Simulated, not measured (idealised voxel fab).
Process module heading - voxel capacitor over wiring
We display cut, a cross-section 250 nm in width whose square cells are each 5 nm.
Notation: cross-section as square-cell grid; stated in bands, top first, going down; one or more cell rows per band. A band entry consists of two parts. The first gives the height of the band's top and the height of its bottom, in nm. The rest lists the band's materials from left to right, each with its width in nm. A single material labelled with the word "all across" fills the band from edge to edge, and the word "empty" marks empty space. Height 0 is the level under which the wafer as received is all one material. The lowest band goes on downwards, as in "from 0 down". A width given as "30 to 40" starts at the first number in the band's top row and ends at the second number in its bottom row, shifting by an equal amount at every step from row to row. Reading "no change" for a step: not a cell of the cross-section changed in it. "Fully enclosed voids" contains a list of empty spaces, each no smaller than 8 cells and without an open way to the top, written in the form width x height at distance with the distance from the left edge and all three in nm. If you see something after the settings on a step's line, that's the simulator's own remark about that step. On any step carrying a mask, the "overlay nm" setting, if present on the step's line, tells how far right of its planned place the mask lay; negative values point to the left. Layout of what follows: cross-section pairs, each bracketing one process step, the after cross-section shown only to the lowest band that changed, the step between and its settings noted under each pair. Pairs may originate in different runs of this module on the same starting wafer; a pair continues from the pair above only where its entry headed "Status quo ante" says so.

Status quo ante:
* from 120 to 100 | empty 75 | resist 75 | empty 100
* from 100 to 90 | empty 75 | resist 5 | TiN 65 | resist 5 | empty 100
* from 90 to 85 | empty 75 | resist 5 | Al2O3 65 | resist 5 | empty 100
* from 85 to 75 | TiN all across
* from 75 to 55 | Ru all across
* from 55 to 40 | Cu all across
* from 40 to 35 | SiCN all across
* from 35 to 20 | lowk 65 | TiN 5 | Cu 20 | TiN 5 | lowk 60 | TiN 5 | Cu 20 | TiN 5 | lowk 65
* from 20 to 15 | SiCN 65 | TiN 30 | SiCN 60 | TiN 30 | SiCN 65
* from 15 to 0 | SiO2 all across
* from 0 down | Si all across
* Fully enclosed voids: none

Cross-Section Thereafter:
* from 120 to 100 | empty 75 | resist 75 | empty 100
* from 100 to 90 | empty 75 | resist 5 | TiN 65 | resist 5 | empty 100
* from 90 to 85 | empty 75 | resist 5 | Al2O3 65 | resist 5 | empty 100
* from 85 to 75 | empty 75 | TiN 75 | empty 100
* Everything below 75 is unchanged.
* Fully enclosed voids: none
Which step turns the before cross-section above into the after cross-section? DIRECTIONAL_ETCH: etch materials TiN, depth nm 10

Status quo ante: For the state before this step, see the after cross-section of the pair located directly above.

Cross-Section Thereafter:
* from 100 to 90 | empty 80 | TiN 65 | empty 105
* from 90 to 85 | empty 80 | Al2O3 65 | empty 105
* Everything below 85 is unchanged.
* Fully enclosed voids: none
Which step turns the before cross-section above into the after cross-section? STRIP: etch materials resist

Status quo ante: For the state before this step, see the after cross-section of the pair located directly above.

Cross-Section Thereafter:
* from 115 to 100 | SiO2 all across
* from 100 to 90 | SiO2 80 | TiN 65 | SiO2 105
* from 90 to 85 | SiO2 80 | Al2O3 65 | SiO2 105
* from 85 to 75 | SiO2 75 | TiN 75 | SiO2 100
* Everything below 75 is unchanged.
* Fully enclosed voids: none
Which step turns the before cross-section above into the after cross-section? FILL_DEP: material SiO2, thk nm 15

Status quo ante: For the state before this step, see the after cross-section of the pair located directly above.

Cross-Section Thereafter:
* from 90 to 85 | SiO2 80 | Al2O3 65 | SiO2 105
* Everything below 85 is unchanged.
* Fully enclosed voids: none
Which step turns the before cross-section above into the after cross-section? CMP: height nm 90

Status quo ante: For the state before this step, see the after cross-section of the pair located directly above.

Cross-Section Thereafter:
* from 105 to 90 | resist 90 | empty 15 | resist 145
* Everything below 90 is unchanged.
* Fully enclosed voids: none
Which step turns the before cross-section above into the after cross-section? PATTERN: tone open, mask id PLUG_2, material resist, width nm 15, thk nm 15, overlay nm 0

Status quo ante: For the state before this step, see the after cross-section of the pair located directly above.

Cross-Section Thereafter:
* from 90 to 85 | SiO2 80 | Al2O3 65 | SiO2 105
* Everything below 85 is unchanged.
* Fully enclosed voids: none
Which step turns the before cross-section above into the after cross-section? STRIP: etch materials resist

Status quo ante: For the state before this step, see the after cross-section of the pair located directly above.

Cross-Section Thereafter:
* from 95 to 90 | TiN all across
* Everything below 90 is unchanged.
* Fully enclosed voids: none
Which step turns the before cross-section above into the after cross-section? CONFORMAL_DEP: material TiN, thk nm 5

Status quo ante: For the state before this step, see the after cross-section of the pair located directly above.

Cross-Section Thereafter:
* from 100 to 95 | Ru all across
* Everything below 95 is unchanged.
* Fully enclosed voids: none
Which step turns the before cross-section above into the after cross-section? FILL_DEP: material Ru, thk nm 5

Status quo ante: For the state before this step, see the after cross-section of the pair located directly above.

Cross-Section Thereafter:
* from 90 to 85 | SiO2 80 | Al2O3 65 | SiO2 105
* Everything below 85 is unchanged.
* Fully enclosed voids: none
Which step turns the before cross-section above into the after cross-section? CMP: height nm 90

Status quo ante: For the state before this step, see the after cross-section of the pair located directly above.

Cross-Section Thereafter:
* from 95 to 90 | SiCN all across
* Everything below 90 is unchanged.
* Fully enclosed voids: none
Which step turns the before cross-section above into the after cross-section? CONFORMAL_DEP: material SiCN, thk nm 5

Status quo ante:
* from 50 to 35 | aC all across
* from 35 to 20 | lowk all across
* from 20 to 15 | SiCN all across
* from 15 to 0 | SiO2 all across
* from 0 down | Si all across
* Fully enclosed voids: none

Cross-Section Thereafter:
* from 80 to 50 | empty 65 | resist 30 | empty 60 | resist 30 | empty 65
* Everything below 50 is unchanged.
* Fully enclosed voids: none
Which step turns the before cross-section above into the after cross-section? PATTERN: tone cover, mask id METAL_1, material resist, width nm 30, pitch nm 90, thk nm 30, overlay nm 0

Status quo ante: For the state before this step, see the after cross-section of the pair located directly above.

Cross-Section Thereafter:
* from 65 to 50 | empty 65 | resist 30 | empty 60 | resist 30 | empty 65
* from 50 to 35 | empty 65 | aC 30 | empty 60 | aC 30 | empty 65
* Everything below 35 is unchanged.
* Fully enclosed voids: none
Which step turns the before cross-section above into the after cross-section? DIRECTIONAL_ETCH: etch materials aC, depth nm 15

Status quo ante: For the state before this step, see the after cross-section of the pair located directly above.

Cross-Section Thereafter:
* from 50 to 35 | empty 65 | aC 30 | empty 60 | aC 30 | empty 65
* Everything below 35 is unchanged.
* Fully enclosed voids: none
Which step turns the before cross-section above into the after cross-section? STRIP: etch materials resist

Status quo ante: For the state before this step, see the after cross-section of the pair located directly above.

Cross-Section Thereafter:
* from 50 to 35 | empty 65 | aC 30 | empty 60 | aC 30 | empty 65
* from 35 to 20 | empty 65 | lowk 30 | empty 60 | lowk 30 | empty 65
* Everything below 20 is unchanged.
* Fully enclosed voids: none
Which step turns the before cross-section above into the after cross-section? DIRECTIONAL_ETCH: etch materials lowk, depth nm 15

Status quo ante: For the state before this step, see the after cross-section of the pair located directly above.

Cross-Section Thereafter:
* from 50 to 35 | empty 65 | aC 30 | empty 60 | aC 30 | empty 65
* from 35 to 20 | empty 65 | lowk 30 | empty 60 | lowk 30 | empty 65
* from 20 to 15 | empty 65 | SiCN 30 | empty 60 | SiCN 30 | empty 65
* Everything below 15 is unchanged.
* Fully enclosed voids: none
Which step turns the before cross-section above into the after cross-section? DIRECTIONAL_ETCH: etch materials SiCN, depth nm 5

Status quo ante: For the state before this step, see the after cross-section of the pair located directly above.

Cross-Section Thereafter:
* from 35 to 20 | empty 65 | lowk 30 | empty 60 | lowk 30 | empty 65
* Everything below 20 is unchanged.
* Fully enclosed voids: none
Which step turns the before cross-section above into the after cross-section? STRIP: etch materials aC

Status quo ante: For the state before this step, see the after cross-section of the pair located directly above.

Cross-Section Thereafter:
* from 40 to 35 | empty 60 | TiN 40 | empty 50 | TiN 40 | empty 60
* from 35 to 20 | empty 60 | TiN 5 | lowk 30 | TiN 5 | empty 50 | TiN 5 | lowk 30 | TiN 5 | empty 60
* from 20 to 15 | TiN 65 | SiCN 30 | TiN 60 | SiCN 30 | TiN 65
* Everything below 15 is unchanged.
* Fully enclosed voids: none
Which step turns the before cross-section above into the after cross-section? CONFORMAL_DEP: material TiN, thk nm 5

Status quo ante: For the state before this step, see the after cross-section of the pair located directly above.

Cross-Section Thereafter:
* from 50 to 40 | Cu all across
* from 40 to 35 | Cu 60 | TiN 40 | Cu 50 | TiN 40 | Cu 60
* from 35 to 20 | Cu 60 | TiN 5 | lowk 30 | TiN 5 | Cu 50 | TiN 5 | lowk 30 | TiN 5 | Cu 60
* Everything below 20 is unchanged.
* Fully enclosed voids: none
Which step turns the before cross-section above into the after cross-section? FILL_DEP: material Cu, thk nm 10

Status quo ante: For the state before this step, see the after cross-section of the pair located directly above.

Cross-Section Thereafter:
* from 35 to 20 | Cu 60 | TiN 5 | lowk 30 | TiN 5 | Cu 50 | TiN 5 | lowk 30 | TiN 5 | Cu 60
* Everything below 20 is unchanged.
* Fully enclosed voids: none
Which step turns the before cross-section above into the after cross-section? CMP: height nm 35

Status quo ante: For the state before this step, see the after cross-section of the pair located directly above.

Cross-Section Thereafter:
* from 40 to 35 | SiCN all across
* Everything below 35 is unchanged.
* Fully enclosed voids: none
Which step turns the before cross-section above into the after cross-section? CONFORMAL_DEP: material SiCN, thk nm 5

Status quo ante: For the state before this step, see the after cross-section of the pair located directly above.

Cross-Section Thereafter:
* from 55 to 40 | SiO2 all across
* Everything below 40 is unchanged.
* Fully enclosed voids: none
Which step turns the before cross-section above into the after cross-section? DIRECTIONAL_DEP: material SiO2, thk nm 15

Status quo ante: For the state before this step, see the after cross-section of the pair located directly above.

Cross-Section Thereafter:
* from 55 to 40 | SiO2 80 | empty 15 | SiO2 155
* Everything below 40 is unchanged.
* Fully enclosed voids: none
Which step turns the before cross-section above into the after cross-section? MASKED_ETCH: tone open, mask id PLUG_1, width nm 15, etch materials SiO2, depth nm 15, overlay nm 0

Status quo ante: For the state before this step, see the after cross-section of the pair located directly above.

Cross-Section Thereafter:
* from 55 to 40 | SiO2 80 | empty 15 | SiO2 155
* from 40 to 35 | SiCN 80 | empty 15 | SiCN 155
* Everything below 35 is unchanged.
* Fully enclosed voids: none
Which step turns the before cross-section above into the after cross-section? MASKED_ETCH: tone open, mask id PLUG_1, width nm 15, etch materials SiCN, depth nm 5, overlay nm 0

Status quo ante: For the state before this step, see the after cross-section of the pair located directly above.

Cross-Section Thereafter:
* from 65 to 55 | TiN 80 | empty 15 | TiN 155
* from 55 to 45 | SiO2 80 | empty 15 | SiO2 155
* from 45 to 40 | SiO2 80 | TiN 15 | SiO2 155
* from 40 to 35 | SiCN 80 | TiN 15 | SiCN 155
* Everything below 35 is unchanged.
* Fully enclosed voids: none
Which step turns the before cross-section above into the after cross-section? DIRECTIONAL_DEP: material TiN, thk nm 10

Status quo ante: For the state before this step, see the after cross-section of the pair located directly above.

Cross-Section Thereafter:
* from 70 to 65 | Al2O3 80 | empty 15 | Al2O3 155
* from 65 to 55 | TiN 80 | empty 15 | TiN 155
* from 55 to 50 | SiO2 80 | empty 15 | SiO2 155
* from 50 to 45 | SiO2 80 | Al2O3 15 | SiO2 155
* Everything below 45 is unchanged.
* Fully enclosed voids: none
Which step turns the before cross-section above into the after cross-section? DIRECTIONAL_DEP: material Al2O3, thk nm 5

Status quo ante: For the state before this step, see the after cross-section of the pair located directly above.

Cross-Section Thereafter:
* from 80 to 70 | TiN 80 | empty 15 | TiN 155
* from 70 to 65 | Al2O3 80 | empty 15 | Al2O3 155
* from 65 to 60 | TiN 80 | empty 15 | TiN 155
* from 60 to 55 | TiN all across
* from 55 to 50 | SiO2 80 | TiN 15 | SiO2 155
* Everything below 50 is unchanged.
* Fully enclosed voids: none
Which step turns the before cross-section above into the after cross-section? DIRECTIONAL_DEP: material TiN, thk nm 10

Status quo ante: For the state before this step, see the after cross-section of the pair located directly above.

Cross-Section Thereafter:
* from 80 to 70 | empty 95 | TiN 50 | empty 105
* Everything below 70 is unchanged.
* Fully enclosed voids: none
Which step turns the before cross-section above into the after cross-section? MASKED_ETCH: tone cover, mask id UPPER_PLATE, width nm 65, etch materials TiN, depth nm 10, overlay nm 0

Status quo ante: For the state before this step, see the after cross-section of the pair located directly above.

Cross-Section Thereafter:
* from 80 to 70 | empty 95 | TiN 50 | empty 105
* from 70 to 65 | empty 95 | Al2O3 50 | empty 105
* Everything below 65 is unchanged.
* Fully enclosed voids: none
Which step turns the before cross-section above into the after cross-section? MASKED_ETCH: tone cover, mask id UPPER_PLATE, width nm 65, etch materials Al2O3, depth nm 5, overlay nm 0

Status quo ante: For the state before this step, see the after cross-section of the pair located directly above.

Cross-Section Thereafter:
* from 100 to 80 | empty 75 | resist 75 | empty 100
* from 80 to 70 | empty 75 | resist 20 | TiN 50 | resist 5 | empty 100
* from 70 to 65 | empty 75 | resist 20 | Al2O3 50 | resist 5 | empty 100
* from 65 to 60 | TiN 80 | resist 15 | TiN 155
* Everything below 60 is unchanged.
* Fully enclosed voids: none
Which step turns the before cross-section above into the after cross-section? PATTERN: tone cover, mask id LOWER_PLATE, material resist, width nm 75, thk nm 20, overlay nm 0

Status quo ante: For the state before this step, see the after cross-section of the pair located directly above.

Cross-Section Thereafter:
* from 100 to 80 | empty 75 | resist 75 | empty 100
* from 80 to 70 | empty 75 | resist 20 | TiN 50 | resist 5 | empty 100
* from 70 to 65 | empty 75 | resist 20 | Al2O3 50 | resist 5 | empty 100
* from 65 to 60 | empty 75 | TiN 5 | resist 15 | TiN 55 | empty 100
* from 60 to 55 | empty 75 | TiN 75 | empty 100
* Everything below 55 is unchanged.
* Fully enclosed voids: none
Which step turns the before cross-section above into the after cross-section? DIRECTIONAL_ETCH: etch materials TiN, depth nm 10

Status quo ante: For the state before this step, see the after cross-section of the pair located directly above.

Cross-Section Thereafter:
* from 80 to 70 | empty 95 | TiN 50 | empty 105
* from 70 to 65 | empty 95 | Al2O3 50 | empty 105
* from 65 to 60 | empty 75 | TiN 5 | empty 15 | TiN 55 | empty 100
* Everything below 60 is unchanged.
* Fully enclosed voids: none
Which step turns the before cross-section above into the after cross-section? STRIP: etch materials resist

Status quo ante: For the state before this step, see the after cross-section of the pair located directly above.

Cross-Section Thereafter:
* from 95 to 80 | SiO2 all across
* from 80 to 70 | SiO2 95 | TiN 50 | SiO2 105
* from 70 to 65 | SiO2 95 | Al2O3 50 | SiO2 105
* from 65 to 60 | SiO2 75 | TiN 5 | SiO2 15 | TiN 55 | SiO2 100
* from 60 to 50 | SiO2 75 to 80 | TiN 75 to 15 | SiO2 100 to 155
* Everything below 50 is unchanged.
* Fully enclosed voids: none
Which step turns the before cross-section above into the after cross-section? FILL_DEP: material SiO2, thk nm 15

Status quo ante: For the state before this step, see the after cross-section of the pair located directly above.

Cross-Section Thereafter:
* from 90 to 80 | SiO2 all across
* Everything below 80 is unchanged.
* Fully enclosed voids: none
Which step turns the before cross-section above into the after cross-section? CMP: height nm 90

Status quo ante: For the state before this step, see the after cross-section of the pair located directly above.

Cross-Section Thereafter:
* from 105 to 90 | resist 90 | empty 15 | resist 145
* Everything below 90 is unchanged.
* Fully enclosed voids: none
Which step turns the before cross-section above into the after cross-section? PATTERN: tone open, mask id PLUG_2, material resist, width nm 15, thk nm 15, overlay nm 0

Status quo ante: For the state before this step, see the after cross-section of the pair located directly above.

Cross-Section Thereafter:
* from 105 to 90 | resist 90 | empty 15 | resist 145
* from 90 to 80 | SiO2 90 | empty 15 | SiO2 145
* Everything below 80 is unchanged.
* Fully enclosed voids: none
Which step turns the before cross-section above into the after cross-section? DIRECTIONAL_ETCH: etch materials SiO2, depth nm 10

Status quo ante: For the state before this step, see the after cross-section of the pair located directly above.

Cross-Section Thereafter:
* from 90 to 80 | SiO2 90 | empty 15 | SiO2 145
* Everything below 80 is unchanged.
* Fully enclosed voids: none
Which step turns the before cross-section above into the after cross-section? STRIP: etch materials resist

Status quo ante: For the state before this step, see the after cross-section of the pair located directly above.

Cross-Section Thereafter:
* from 95 to 90 | TiN 95 | empty 5 | TiN 150
* from 90 to 85 | SiO2 90 | TiN 5 | empty 5 | TiN 5 | SiO2 145
* from 85 to 80 | SiO2 90 | TiN 15 | SiO2 145
* Everything below 80 is unchanged.
* Fully enclosed voids: none
Which step turns the before cross-section above into the after cross-section? CONFORMAL_DEP: material TiN, thk nm 5

Status quo ante: For the state before this step, see the after cross-section of the pair located directly above.

Cross-Section Thereafter:
* from 100 to 95 | Ru all across
* from 95 to 90 | TiN 95 | Ru 5 | TiN 150
* from 90 to 85 | SiO2 90 | TiN 5 | Ru 5 | TiN 5 | SiO2 145
* Everything below 85 is unchanged.
* Fully enclosed voids: none
Which step turns the before cross-section above into the after cross-section? FILL_DEP: material Ru, thk nm 5

Status quo ante: For the state before this step, see the after cross-section of the pair located directly above.

Cross-Section Thereafter:
* from 90 to 85 | SiO2 90 | TiN 5 | Ru 5 | TiN 5 | SiO2 145
* Everything below 85 is unchanged.
* Fully enclosed voids: none
Which step turns the before cross-section above into the after cross-section? CMP: height nm 90

Status quo ante: For the state before this step, see the after cross-section of the pair located directly above.

Cross-Section Thereafter:
* from 95 to 90 | SiCN all across
* Everything below 90 is unchanged.
* Fully enclosed voids: none
Which step turns the before cross-section above into the after cross-section? CONFORMAL_DEP: material SiCN, thk nm 5
